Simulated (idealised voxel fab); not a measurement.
Title: Process Module voxel released beams
Square cells of 5 nm make up the cross-section cut, whose width is 250 nm.
Cross-section, as written here: a square-cell grid given band by band from the top down, where a band holds one or more rows of cells. Band: top and bottom heights (nm) first, top before bottom; then materials from left to right, widths in nm. "throughout" marks a sole material filling the band edge to edge. "empty" denotes empty space. Zero point of the height axis is 0; under it, received wafer = one material. Lowest band: continues down indefinitely, "0..down". Per-row width for "30..40": begins at first number (top row of band), ends at second number (bottom row), increment between rows held constant. You'll sometimes find "remains unaltered" written for a step, and that's the way of saying that nowhere in the cross-section did a cell change during that step. Entry "Enclosed empty spaces". Content: empty spaces with no open connection to the top, size 8 cells or greater. Each: width x height at distance. Distance: from left edge. Unit: nm. It should be noted that, on the line of a given step, the content following the step's settings is a remark produced by the simulator itself with respect to that step. overlay nm: step with mask; distance mask lay right of planned place; negative value = left of planned place. For the reader: what remains of this document is a series of pairs, each showing a cross-section before one process step and a cross-section after that step which reaches down only to the lowest band that changed, with the step between them and its settings set out under the pair. It should not be assumed that a pair continues from the pair above it; the pairs can come from different runs of this module on the same starting wafer, and such continuity exists only where the entry headed "Pre-step cross-section" says so.

Pre-step cross-section:
	0..down | Si throughout
	Enclosed empty spaces: none

Result of Step:
	10..0 | Al2O3 throughout
	No changes below 0.
	Enclosed empty spaces: none
The structure shown above changes from one cross-section to the other through CONFORMAL_DEP (material Al2O3; thk nm 10)

Pre-step cross-section: carried over from the after image of the pair right above.

Result of Step:
	25..10 | SiO2 throughout
	No changes below 10.
	Enclosed empty spaces: none
The structure shown above changes from one cross-section to the other through DIRECTIONAL_DEP (material SiO2; thk nm 15)

Pre-step cross-section: carried over from the after image of the pair right above.

Result of Step:
	25..10 | SiO2 (70)  empty (25)  SiO2 (155)
	No changes below 10.
	Enclosed empty spaces: none
The structure shown above changes from one cross-section to the other through MASKED_ETCH (tone open; mask id ANCHOR; width nm 25; etch materials SiO2; depth nm 15; overlay nm 0)

Pre-step cross-section: carried over from the after image of the pair right above.

Result of Step:
	35..25 | W (80)  empty (5)  W (165)
	25..20 | SiO2 (70)  W (10)  empty (5)  W (10)  SiO2 (155)
	20..10 | SiO2 (70)  W (25)  SiO2 (155)
	No changes below 10.
	Enclosed empty spaces: none
The structure shown above changes from one cross-section to the other through CONFORMAL_DEP (material W; thk nm 10)

Pre-step cross-section: carried over from the after image of the pair right above.

Result of Step:
	50..35 | aC (80)  empty (5)  aC (165)
	35..25 | W (80)  aC (5)  W (165)
	25..20 | SiO2 (70)  W (10)  aC (5)  W (10)  SiO2 (155)
	No changes below 20.
	Enclosed empty spaces: none
The structure shown above changes from one cross-section to the other through DIRECTIONAL_DEP (material aC; thk nm 15)

Pre-step cross-section: carried over from the after image of the pair right above.

Result of Step:
	80..50 | empty (65)  resist (110)  empty (75)
	50..35 | aC (80)  resist (5)  aC (165)
	No changes below 35.
	Enclosed empty spaces: none
The structure shown above changes from one cross-section to the other through PATTERN (tone cover; mask id BEAM; material resist; width nm 110; thk nm 30; overlay nm 0)

Pre-step cross-section: carried over from the after image of the pair right above.

Result of Step:
	65..50 | empty (65)  resist (110)  empty (75)
	50..35 | empty (65)  aC (15)  resist (5)  aC (90)  empty (75)
	No changes below 35.
	Enclosed empty spaces: none
The structure shown above changes from one cross-section to the other through DIRECTIONAL_ETCH (etch materials aC; depth nm 15)

Pre-step cross-section: carried over from the after image of the pair right above.

Result of Step:
	50..35 | empty (65)  aC (15)  empty (5)  aC (90)  empty (75)
	No changes below 35.
	Enclosed empty spaces: none
The structure shown above changes from one cross-section to the other through STRIP (etch materials resist)

Pre-step cross-section: carried over from the after image of the pair right above.

Result of Step:
	50..35 | empty (65)  aC (15)  empty (5)  aC (90)  empty (75)
	35..25 | empty (65)  W (15)  aC (5)  W (90)  empty (75)
	No changes below 25.
	Enclosed empty spaces: none
The structure shown above changes from one cross-section to the other through DIRECTIONAL_ETCH (etch materials W; depth nm 10)

Pre-step cross-section: carried over from the after image of the pair right above.

Result of Step:
	35..25 | empty (65)  W (15)  empty (5)  W (90)  empty (75)
	25..20 | SiO2 (70)  W (10)  empty (5)  W (10)  SiO2 (155)
	No changes below 20.
	Enclosed empty spaces: none
The structure shown above changes from one cross-section to the other through STRIP (etch materials aC)

Pre-step cross-section: carried over from the after image of the pair right above.

Result of Step:
	35..25 | empty (65)  W (15)  empty (5)  W (90)  empty (75)
	25..20 | empty (70)  W (10)  empty (5)  W (10)  empty (155)
	20..10 | empty (70)  W (25)  empty (155)
	No changes below 10.
	Enclosed empty spaces: none
The structure shown above changes from one cross-section to the other through STRIP (etch materials SiO2)

Pre-step cross-section:
	10..0 | Al2O3 throughout
	0..down | Si throughout
	Enclosed empty spaces: none

Result of Step:
	20..10 | W throughout
	No changes below 10.
	Enclosed empty spaces: none
The structure shown above changes from one cross-section to the other through CONFORMAL_DEP (material W; thk nm 10)

Pre-step cross-section: carried over from the after image of the pair right above.

Result of Step:
	35..20 | aC throughout
	No changes below 20.
	Enclosed empty spaces: none
The structure shown above changes from one cross-section to the other through DIRECTIONAL_DEP (material aC; thk nm 15)

Pre-step cross-section: carried over from the after image of the pair right above.

Result of Step:
	65..35 | empty (65)  resist (110)  empty (75)
	No changes below 35.
	Enclosed empty spaces: none
The structure shown above changes from one cross-section to the other through PATTERN (tone cover; mask id BEAM; material resist; width nm 110; thk nm 30; overlay nm 0)

Pre-step cross-section: carried over from the after image of the pair right above.

Result of Step:
	50..35 | empty (65)  resist (110)  empty (75)
	35..20 | empty (65)  aC (110)  empty (75)
	No changes below 20.
	Enclosed empty spaces: none
The structure shown above changes from one cross-section to the other through DIRECTIONAL_ETCH (etch materials aC; depth nm 15)

Pre-step cross-section: carried over from the after image of the pair right above.

Result of Step:
	35..20 | empty (65)  aC (110)  empty (75)
	No changes below 20.
	Enclosed empty spaces: none
The structure shown above changes from one cross-section to the other through STRIP (etch materials resist)

Pre-step cross-section: carried over from the after image of the pair right above.

Result of Step:
	35..20 | empty (65)  aC (110)  empty (75)
	20..10 | empty (65)  W (110)  empty (75)
	No changes below 10.
	Enclosed empty spaces: none
The structure shown above changes from one cross-section to the other through DIRECTIONAL_ETCH (etch materials W; depth nm 10)

Pre-step cross-section: carried over from the after image of the pair right above.

Result of Step:
	20..10 | empty (65)  W (110)  empty (75)
	No changes below 10.
	Enclosed empty spaces: none
The structure shown above changes from one cross-section to the other through STRIP (etch materials aC)

Pre-step cross-section:
	0..down | Si throughout
	Enclosed empty spaces: none

Result of Step:
	15..0 | SiO2 throughout
	No changes below 0.
	Enclosed empty spaces: none
The structure shown above changes from one cross-section to the other through DIRECTIONAL_DEP (material SiO2; thk nm 15)

Pre-step cross-section: carried over from the after image of the pair right above.

Result of Step:
	25..15 | Al2O3 throughout
	No changes below 15.
	Enclosed empty spaces: none
The structure shown above changes from one cross-section to the other through CONFORMAL_DEP (material Al2O3; thk nm 10)

Pre-step cross-section: carried over from the after image of the pair right above.

Result of Step:
	35..25 | W throughout
	No changes below 25.
	Enclosed empty spaces: none
The structure shown above changes from one cross-section to the other through CONFORMAL_DEP (material W; thk nm 10)

Pre-step cross-section: carried over from the after image of the pair right above.

Result of Step:
	50..35 | aC throughout
	No changes below 35.
	Enclosed empty spaces: none
The structure shown above changes from one cross-section to the other through DIRECTIONAL_DEP (material aC; thk nm 15)

Pre-step cross-section: carried over from the after image of the pair right above.

Result of Step:
	80..50 | empty (65)  resist (110)  empty (75)
	No changes below 50.
	Enclosed empty spaces: none
The structure shown above changes from one cross-section to the other through PATTERN (tone cover; mask id BEAM; material resist; width nm 110; thk nm 30; overlay nm 0)

Pre-step cross-section: carried over from the after image of the pair right above.

Result of Step:
	65..50 | empty (65)  resist (110)  empty (75)
	50..35 | empty (65)  aC (110)  empty (75)
	No changes below 35.
	Enclosed empty spaces: none
The structure shown above changes from one cross-section to the other through DIRECTIONAL_ETCH (etch materials aC; depth nm 15)

Pre-step cross-section: carried over from the after image of the pair right above.

Result of Step:
	50..35 | empty (65)  aC (110)  empty (75)
	No changes below 35.
	Enclosed empty spaces: none
The structure shown above changes from one cross-section to the other through STRIP (etch materials resist)

Pre-step cross-section: carried over from the after image of the pair right above.

Result of Step:
	50..35 | empty (65)  aC (110)  empty (75)
	35..25 | empty (65)  W (110)  empty (75)
	No changes below 25.
	Enclosed empty spaces: none
The structure shown above changes from one cross-section to the other through DIRECTIONAL_ETCH (etch materials W; depth nm 10)

Pre-step cross-section: carried over from the after image of the pair right above.

Result of Step:
	35..25 | empty (65)  W (110)  empty (75)
	No changes below 25.
	Enclosed empty spaces: none
The structure shown above changes from one cross-section to the other through STRIP (etch materials aC)

Pre-step cross-section:
	0..down | Si throughout
	Enclosed empty spaces: none

Result of Step:
	5..0 | Al2O3 throughout
	No changes below 0.
	Enclosed empty spaces: none
The structure shown above changes from one cross-section to the other through CONFORMAL_DEP (material Al2O3; thk nm 5)

Pre-step cross-section: carried over from the after image of the pair right above.

Result of Step:
	20..5 | SiO2 throughout
	No changes below 5.
	Enclosed empty spaces: none
The structure shown above changes from one cross-section to the other through DIRECTIONAL_DEP (material SiO2; thk nm 15)

Pre-step cross-section: carried over from the after image of the pair right above.

Result of Step:
	20..5 | SiO2 (70)  empty (25)  SiO2 (155)
	No changes below 5.
	Enclosed empty spaces: none
The structure shown above changes from one cross-section to the other through MASKED_ETCH (tone open; mask id ANCHOR; width nm 25; etch materials SiO2; depth nm 15; overlay nm 0)

Pre-step cross-section: carried over from the after image of the pair right above.

Result of Step:
	30..20 | W (80)  empty (5)  W (165)
	20..15 | SiO2 (70)  W (10)  empty (5)  W (10)  SiO2 (155)
	15..5 | SiO2 (70)  W (25)  SiO2 (155)
	No changes below 5.
	Enclosed empty spaces: none
The structure shown above changes from one cross-section to the other through CONFORMAL_DEP (material W; thk nm 10)

Pre-step cross-section: carried over from the after image of the pair right above.

Result of Step:
	45..30 | aC (80)  empty (5)  aC (165)
	30..20 | W (80)  aC (5)  W (165)
	20..15 | SiO2 (70)  W (10)  aC (5)  W (10)  SiO2 (155)
	No changes below 15.
	Enclosed empty spaces: none
The structure shown above changes from one cross-section to the other through DIRECTIONAL_DEP (material aC; thk nm 15)

Pre-step cross-section: carried over from the after image of the pair right above.

Result of Step:
	75..45 | empty (65)  resist (110)  empty (75)
	45..30 | aC (80)  resist (5)  aC (165)
	No changes below 30.
	Enclosed empty spaces: none
The structure shown above changes from one cross-section to the other through PATTERN (tone cover; mask id BEAM; material resist; width nm 110; thk nm 30; overlay nm 0)

Pre-step cross-section: carried over from the after image of the pair right above.

Result of Step:
	60..45 | empty (65)  resist (110)  empty (75)
	45..30 | empty (65)  aC (15)  resist (5)  aC (90)  empty (75)
	No changes below 30.
	Enclosed empty spaces: none
The structure shown above changes from one cross-section to the other through DIRECTIONAL_ETCH (etch materials aC; depth nm 15)

Pre-step cross-section: carried over from the after image of the pair right above.

Result of Step:
	45..30 | empty (65)  aC (15)  empty (5)  aC (90)  empty (75)
	No changes below 30.
	Enclosed empty spaces: none
The structure shown above changes from one cross-section to the other through STRIP (etch materials resist)

Pre-step cross-section: carried over from the after image of the pair right above.

Result of Step:
	45..30 | empty (65)  aC (15)  empty (5)  aC (90)  empty (75)
	30..20 | empty (65)  W (15)  aC (5)  W (90)  empty (75)
	No changes below 20.
	Enclosed empty spaces: none
The structure shown above changes from one cross-section to the other through DIRECTIONAL_ETCH (etch materials W; depth nm 10)

Pre-step cross-section: carried over from the after image of the pair right above.

Result of Step:
	30..20 | empty (65)  W (15)  empty (5)  W (90)  empty (75)
	20..15 | SiO2 (70)  W (10)  empty (5)  W (10)  SiO2 (155)
	No changes below 15.
	Enclosed empty spaces: none
The structure shown above changes from one cross-section to the other through STRIP (etch materials aC)

Pre-step cross-section: carried over from the after image of the pair right above.

Result of Step:
	30..20 | empty (65)  W (15)  empty (5)  W (90)  empty (75)
	20..15 | empty (70)  W (10)  empty (5)  W (10)  empty (155)
	15..5 | empty (70)  W (25)  empty (155)
	No changes below 5.
	Enclosed empty spaces: none
The structure shown above changes from one cross-section to the other through STRIP (etch materials SiO2)

Pre-step cross-section:
	25..10 | SiO2 throughout
	10..0 | Al2O3 throughout
	0..down | Si throughout
	Enclosed empty spaces: none

Result of Step:
	25..10 | SiO2 (75)  empty (15)  SiO2 (160)
	No changes below 10.
	Enclosed empty spaces: none
The structure shown above changes from one cross-section to the other through MASKED_ETCH (tone open; mask id ANCHOR; width nm 15; etch materials SiO2; depth nm 15; overlay nm 0)

Pre-step cross-section: carried over from the after image of the pair right above.

Result of Step:
	35..25 | W throughout
	25..10 | SiO2 (75)  W (15)  SiO2 (160)
	No changes below 10.
	Enclosed empty spaces: none
The structure shown above changes from one cross-section to the other through CONFORMAL_DEP (material W; thk nm 10)

Pre-step cross-section: carried over from the after image of the pair right above.

Result of Step:
	50..35 | aC throughout
	No changes below 35.
	Enclosed empty spaces: none
The structure shown above changes from one cross-section to the other through DIRECTIONAL_DEP (material aC; thk nm 15)

Pre-step cross-section: carried over from the after image of the pair right above.

Result of Step:
	80..50 | empty (65)  resist (110)  empty (75)
	No changes below 50.
	Enclosed empty spaces: none
The structure shown above changes from one cross-section to the other through PATTERN (tone cover; mask id BEAM; material resist; width nm 110; thk nm 30; overlay nm 0)

Pre-step cross-section: carried over from the after image of the pair right above.

Result of Step:
	65..50 | empty (65)  resist (110)  empty (75)
	50..35 | empty (65)  aC (110)  empty (75)
	No changes below 35.
	Enclosed empty spaces: none
The structure shown above changes from one cross-section to the other through DIRECTIONAL_ETCH (etch materials aC; depth nm 15)

Pre-step cross-section: carried over from the after image of the pair right above.

Result of Step:
	50..35 | empty (65)  aC (110)  empty (75)
	No changes below 35.
	Enclosed empty spaces: none
The structure shown above changes from one cross-section to the other through STRIP (etch materials resist)

Pre-step cross-section: carried over from the after image of the pair right above.

Result of Step:
	50..35 | empty (65)  aC (110)  empty (75)
	35..25 | empty (65)  W (110)  empty (75)
	No changes below 25.
	Enclosed empty spaces: none
The structure shown above changes from one cross-section to the other through DIRECTIONAL_ETCH (etch materials W; depth nm 10)

Pre-step cross-section: carried over from the after image of the pair right above.

Result of Step:
	35..25 | empty (65)  W (110)  empty (75)
	No changes below 25.
	Enclosed empty spaces: none
The structure shown above changes from one cross-section to the other through STRIP (etch materials aC)

Pre-step cross-section: carried over from the after image of the pair right above.

Result of Step:
	35..25 | empty (65)  W (110)  empty (75)
	25..10 | empty (75)  W (15)  empty (160)
	No changes below 10.
	Enclosed empty spaces: none
The structure shown above changes from one cross-section to the other through STRIP (etch materials SiO2)

Pre-step cross-section:
	50..35 | aC (80)  empty (5)  aC (165)
	35..25 | W (80)  aC (5)  W (165)
	25..20 | SiO2 (70)  W (10)  aC (5)  W (10)  SiO2 (155)
	20..10 | SiO2 (70)  W (25)  SiO2 (155)
	10..0 | Al2O3 throughout
	0..down | Si throughout
	Enclosed empty spaces: none

Result of Step:
	80..50 | empty (60)  resist (110)  empty (80)
	50..35 | aC (80)  resist (5)  aC (165)
	No changes below 35.
	Enclosed empty spaces: none
The structure shown above changes from one cross-section to the other through PATTERN (tone cover; mask id BEAM; material resist; width nm 110; thk nm 30; overlay nm -5)

Pre-step cross-section: carried over from the after image of the pair right above.

Result of Step:
	65..50 | empty (60)  resist (110)  empty (80)
	50..35 | empty (60)  aC (20)  resist (5)  aC (85)  empty (80)
	No changes below 35.
	Enclosed empty spaces: none
The structure shown above changes from one cross-section to the other through DIRECTIONAL_ETCH (etch materials aC; depth nm 15)

Pre-step cross-section: carried over from the after image of the pair right above.

Result of Step:
	50..35 | empty (60)  aC (20)  empty (5)  aC (85)  empty (80)
	No changes below 35.
	Enclosed empty spaces: none
The structure shown above changes from one cross-section to the other through STRIP (etch materials resist)

Pre-step cross-section: carried over from the after image of the pair right above.

Result of Step:
	50..35 | empty (60)  aC (20)  empty (5)  aC (85)  empty (80)
	35..25 | empty (60)  W (20)  aC (5)  W (85)  empty (80)
	No changes below 25.
	Enclosed empty spaces: none
The structure shown above changes from one cross-section to the other through DIRECTIONAL_ETCH (etch materials W; depth nm 10)

Pre-step cross-section: carried over from the after image of the pair right above.

Result of Step:
	35..25 | empty (60)  W (20)  empty (5)  W (85)  empty (80)
	25..20 | SiO2 (70)  W (10)  empty (5)  W (10)  SiO2 (155)
	No changes below 20.
	Enclosed empty spaces: none
The structure shown above changes from one cross-section to the other through STRIP (etch materials aC)

Pre-step cross-section: carried over from the after image of the pair right above.

Result of Step:
	35..25 | empty (60)  W (20)  empty (5)  W (85)  empty (80)
	25..20 | empty (70)  W (10)  empty (5)  W (10)  empty (155)
	20..10 | empty (70)  W (25)  empty (155)
	No changes below 10.
	Enclosed empty spaces: none
The structure shown above changes from one cross-section to the other through STRIP (etch materials SiO2)

Pre-step cross-section:
	0..down | Si throughout
	Enclosed empty spaces: none

Result of Step:
	10..0 | SiO2 throughout
	No changes below 0.
	Enclosed empty spaces: none
The structure shown above changes from one cross-section to the other through CONFORMAL_DEP (material SiO2; thk nm 10)

Pre-step cross-section: carried over from the after image of the pair right above.

Result of Step:
	25..0 | SiO2 throughout
	No changes below 0.
	Enclosed empty spaces: none
The structure shown above changes from one cross-section to the other through DIRECTIONAL_DEP (material SiO2; thk nm 15)

Pre-step cross-section: carried over from the after image of the pair right above.

Result of Step:
	25..10 | SiO2 (70)  empty (25)  SiO2 (155)
	No changes below 10.
	Enclosed empty spaces: none
The structure shown above changes from one cross-section to the other through MASKED_ETCH (tone open; mask id ANCHOR; width nm 25; etch materials SiO2; depth nm 15; overlay nm 0)

Pre-step cross-section: carried over from the after image of the pair right above.

Result of Step:
	35..25 | W (80)  empty (5)  W (165)
	25..20 | SiO2 (70)  W (10)  empty (5)  W (10)  SiO2 (155)
	20..10 | SiO2 (70)  W (25)  SiO2 (155)
	No changes below 10.
	Enclosed empty spaces: none
The structure shown above changes from one cross-section to the other through CONFORMAL_DEP (material W; thk nm 10)

Pre-step cross-section: carried over from the after image of the pair right above.

Result of Step:
	50..35 | aC (80)  empty (5)  aC (165)
	35..25 | W (80)  aC (5)  W (165)
	25..20 | SiO2 (70)  W (10)  aC (5)  W (10)  SiO2 (155)
	No changes below 20.
	Enclosed empty spaces: none
The structure shown above changes from one cross-section to the other through DIRECTIONAL_DEP (material aC; thk nm 15)

Pre-step cross-section: carried over from the after image of the pair right above.

Result of Step:
	80..50 | empty (65)  resist (110)  empty (75)
	50..35 | aC (80)  resist (5)  aC (165)
	No changes below 35.
	Enclosed empty spaces: none
The structure shown above changes from one cross-section to the other through PATTERN (tone cover; mask id BEAM; material resist; width nm 110; thk nm 30; overlay nm 0)

Pre-step cross-section: carried over from the after image of the pair right above.

Result of Step:
	65..50 | empty (65)  resist (110)  empty (75)
	50..35 | empty (65)  aC (15)  resist (5)  aC (90)  empty (75)
	No changes below 35.
	Enclosed empty spaces: none
The structure shown above changes from one cross-section to the other through DIRECTIONAL_ETCH (etch materials aC; depth nm 15)

Pre-step cross-section: carried over from the after image of the pair right above.

Result of Step:
	50..35 | empty (65)  aC (15)  empty (5)  aC (90)  empty (75)
	No changes below 35.
	Enclosed empty spaces: none
The structure shown above changes from one cross-section to the other through STRIP (etch materials resist)

Pre-step cross-section: carried over from the after image of the pair right above.

Result of Step:
	50..35 | empty (65)  aC (15)  empty (5)  aC (90)  empty (75)
	35..25 | empty (65)  W (15)  aC (5)  W (90)  empty (75)
	No changes below 25.
	Enclosed empty spaces: none
The structure shown above changes from one cross-section to the other through DIRECTIONAL_ETCH (etch materials W; depth nm 10)

Pre-step cross-section: carried over from the after image of the pair right above.

Result of Step:
	35..25 | empty (65)  W (15)  empty (5)  W (90)  empty (75)
	25..20 | SiO2 (70)  W (10)  empty (5)  W (10)  SiO2 (155)
	No changes below 20.
	Enclosed empty spaces: none
The structure shown above changes from one cross-section to the other through STRIP (etch materials aC)

Pre-step cross-section: carried over from the after image of the pair right above.

Result of Step:
	0..down | Si throughout
	Enclosed empty spaces: none
The structure shown above changes from one cross-section to the other through STRIP (etch materials SiO2)

Pre-step cross-section:
	25..10 | SiO2 throughout
	10..0 | Al2O3 throughout
	0..down | Si throughout
	Enclosed empty spaces: none

Result of Step:
	25..10 | empty (70)  SiO2 (25)  empty (155)
	No changes below 10.
	Enclosed empty spaces: none
The structure shown above changes from one cross-section to the other through MASKED_ETCH (tone cover; mask id ANCHOR; width nm 25; etch materials SiO2; depth nm 15; overlay nm 0)

Pre-step cross-section: carried over from the after image of the pair right above.

Result of Step:
	35..25 | empty (60)  W (45)  empty (145)
	25..20 | empty (60)  W (10)  SiO2 (25)  W (10)  empty (145)
	20..10 | W (70)  SiO2 (25)  W (155)
	No changes below 10.
	Enclosed empty spaces: none
The structure shown above changes from one cross-section to the other through CONFORMAL_DEP (material W; thk nm 10)

Pre-step cross-section: carried over from the after image of the pair right above.

Result of Step:
	50..35 | empty (60)  aC (45)  empty (145)
	35..25 | aC (60)  W (45)  aC (145)
	25..20 | aC (60)  W (10)  SiO2 (25)  W (10)  aC (145)
	No changes below 20.
	Enclosed empty spaces: none
The structure shown above changes from one cross-section to the other through DIRECTIONAL_DEP (material aC; thk nm 15)

Pre-step cross-section: carried over from the after image of the pair right above.

Result of Step:
	80..50 | empty (65)  resist (110)  empty (75)
	50..35 | empty (60)  aC (45)  resist (70)  empty (75)
	No changes below 35.
	Enclosed empty spaces: none
The structure shown above changes from one cross-section to the other through PATTERN (tone cover; mask id BEAM; material resist; width nm 110; thk nm 30; overlay nm 0)

Pre-step cross-section: carried over from the after image of the pair right above.

Result of Step:
	65..50 | empty (65)  resist (110)  empty (75)
	50..35 | empty (65)  aC (40)  resist (70)  empty (75)
	35..25 | empty (60)  W (45)  aC (70)  empty (75)
	25..20 | empty (60)  W (10)  SiO2 (25)  W (10)  aC (70)  empty (75)
	No changes below 20.
	Enclosed empty spaces: none
The structure shown above changes from one cross-section to the other through DIRECTIONAL_ETCH (etch materials aC; depth nm 15)

Pre-step cross-section: carried over from the after image of the pair right above.

Result of Step:
	50..35 | empty (65)  aC (40)  empty (145)
	No changes below 35.
	Enclosed empty spaces: none
The structure shown above changes from one cross-section to the other through STRIP (etch materials resist)

Pre-step cross-section: carried over from the after image of the pair right above.

Result of Step:
	50..35 | empty (65)  aC (40)  empty (145)
	35..25 | empty (65)  W (40)  aC (70)  empty (75)
	25..20 | empty (60)  W (10)  SiO2 (25)  W (10)  aC (70)  empty (75)
	20..10 | empty (60)  W (10)  SiO2 (25)  W (80)  empty (75)
	No changes below 10.
	Enclosed empty spaces: none
The structure shown above changes from one cross-section to the other through DIRECTIONAL_ETCH (etch materials W; depth nm 10)

Pre-step cross-section: carried over from the after image of the pair right above.

Result of Step:
	35..25 | empty (65)  W (40)  empty (145)
	25..20 | empty (60)  W (10)  SiO2 (25)  W (10)  empty (145)
	No changes below 20.
	Enclosed empty spaces: none
The structure shown above changes from one cross-section to the other through STRIP (etch materials aC)
